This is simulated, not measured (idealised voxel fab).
The following process module bears the name voxel double patterning.
FYI the section here is cut, 210 nm wide, cells are 5 nm squares.
Each cross-section below is a grid of square cells, stated as bands in top-down order, with one or more rows of cells making up each band. It is stipulated that each band's entry specify, in nanometres, the height of the top of the band and then that of its bottom, followed by the materials of the band in left-to-right sequence, each together with its width in nanometres. A single material marked by the word "full width" is understood to fill the band from edge to edge; the word "air" is understood to denote empty space. Beneath 0, the wafer as received is one material, and that level is where height counting begins. The lowest band goes on downward without a bottom; it is written like "0 down". A width given as "30->40" starts at the first number in the band's top row and ends at the second number in its bottom row, shifting by an equal amount at every step from row to row. "remained the same" for a step: no cell of the cross-section changed in that step. So "Cavities, closed" is basically the list of trapped voids: any empty space of 8 cells or more that can't reach the top through an opening. They're written width x height at distance, the distance being from the left edge, and it's all nm. That trailing text on a step's line, after the settings, is the simulator's own remark on the step. overlay nm: mask offset rightward from planned place, masked step; negative means leftward offset.
These are the steps we planned for the process:
1. RECEIVE,material Si
2. CONFORMAL_DEP,material SiN,thk nm 10
3. DIRECTIONAL_DEP,material SiO2,thk nm 10
4. DIRECTIONAL_DEP,material SiCN,thk nm 10
5. MASKED_ETCH,tone open,mask id FIRST,width nm 15,pitch nm 50,etch materials SiCN,depth nm 10,overlay nm 0
6. MASKED_ETCH,tone open,mask id SECOND,width nm 15,pitch nm 50,etch materials SiCN,depth nm 10,overlay nm 0
7. DIRECTIONAL_ETCH,etch materials SiO2,depth nm 10
8. STRIP,etch materials SiCN
Split variable: width nm, step 6. Plan value = first wafer. Wafers start alike.
The first of several wafers, as received after step 1, seen in section:
    0 down: Si full width
    Cavities, closed: none
Depicted here is the first of several wafers in cross-section, at module completion following the last step, step 8:
    20 to 10: SiO2: 45, air: 15, SiO2: 10, air: 15, SiO2: 10, air: 15, SiO2: 10, air: 15, SiO2: 10, air: 15, SiO2: 50
    10 to 0: SiN full width
    0 down: Si full width
    Cavities, closed: none
Cross-sectional view, end of module, last wafer of several:
    20 to 10: SiO2: 45, air: 15, SiO2: 5, air: 45, SiO2: 5, air: 45, SiO2: 50
    10 to 0: SiN full width
    0 down: Si full width
    Cavities, closed: none
Per-wafer rows below. For each material: cells gained (+) or lost (-) since the wafer was received, as of end of module. Then: closed voids:
width nm 15 | +84 SiN | +54 SiO2 | Cavities, closed: none
width nm 20 | +84 SiN | +50 SiO2 | Cavities, closed: none
width nm 25 | +84 SiN | +46 SiO2 | Cavities, closed: none
width nm 30 | +84 SiN | +42 SiO2 | Cavities, closed: none
